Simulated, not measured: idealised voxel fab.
Process module in this document: voxel released beams
Section shown: cut. Width: 160 nm. Cell size: 5 nm, square.
Cross-section layout: square cells on a grid; listed as bands, top to bottom; a band spans one or more cell rows.
This entry defines a band. It first specifies the height of the band's top and the height of its bottom in nm, and then specifies the band's materials from left to right, stating each material with its width in nm. The word "edge to edge" identifies a single material that fills the band from edge to edge, while the word "blank" identifies empty space.
Height datum 0, below which the as-received substrate wafer is one material. Lowest band open at the bottom, running downward: "z 0 and below".
Quick explanation for "30->40": the width changes in equal steps down the rows of cells, from the first number in the band's top row to the second number in its bottom row.
Step note "nothing different" = no cross-section cell changed.
Reported under the label "Closed empty spaces" are the empty spaces having no open way to the top and comprising 8 cells or more; the notation for each is width x height at distance, in which the distance is measured from the left edge and all three values are in nm.
after a step's settings: what the simulator itself notes on the step
overlay nm: on a step with a mask, how far right of its planned place the mask lay; negative means left.

### Process steps (planned)
1: RECEIVE (material Si)
2: CONFORMAL_DEP (material SiN; thk nm 5)
3: DIRECTIONAL_DEP (material SiO2; thk nm 15)
4: DIRECTIONAL_DEP (material aC; thk nm 15)
5: PATTERN (tone open; mask id ANCHOR; material resist; width nm 35; thk nm 35; overlay nm 0)
6: DIRECTIONAL_ETCH (etch materials aC; depth nm 15)
7: STRIP (etch materials resist)
8: DIRECTIONAL_ETCH (etch materials SiO2; depth nm 15)
9: STRIP (etch materials aC)
10: CONFORMAL_DEP (material W; thk nm 15)
11: PATTERN (tone cover; mask id BEAM; material resist; width nm 110; thk nm 15; overlay nm 0)
12: DIRECTIONAL_ETCH (etch materials W; depth nm 15)
13: STRIP (etch materials resist)
14: STRIP (etch materials SiO2)

### Cross-section, incoming material, after step 1
	z 0 and below = Si edge to edge
	Closed empty spaces: none

### End-of-module cross-section. Starting structure and process plan as above; one mistake made in running it
	z 30 to 15 = 20 nm blank, 20 nm W, 5 nm blank, 85 nm W, 30 nm blank
	z 15 to 0 = 25 nm blank, 35 nm W, 100 nm blank
	z 0 and below = Si edge to edge
	Closed empty spaces: none
What went wrong in running the wafer? step 2 of the plan was bypassed and not carried out
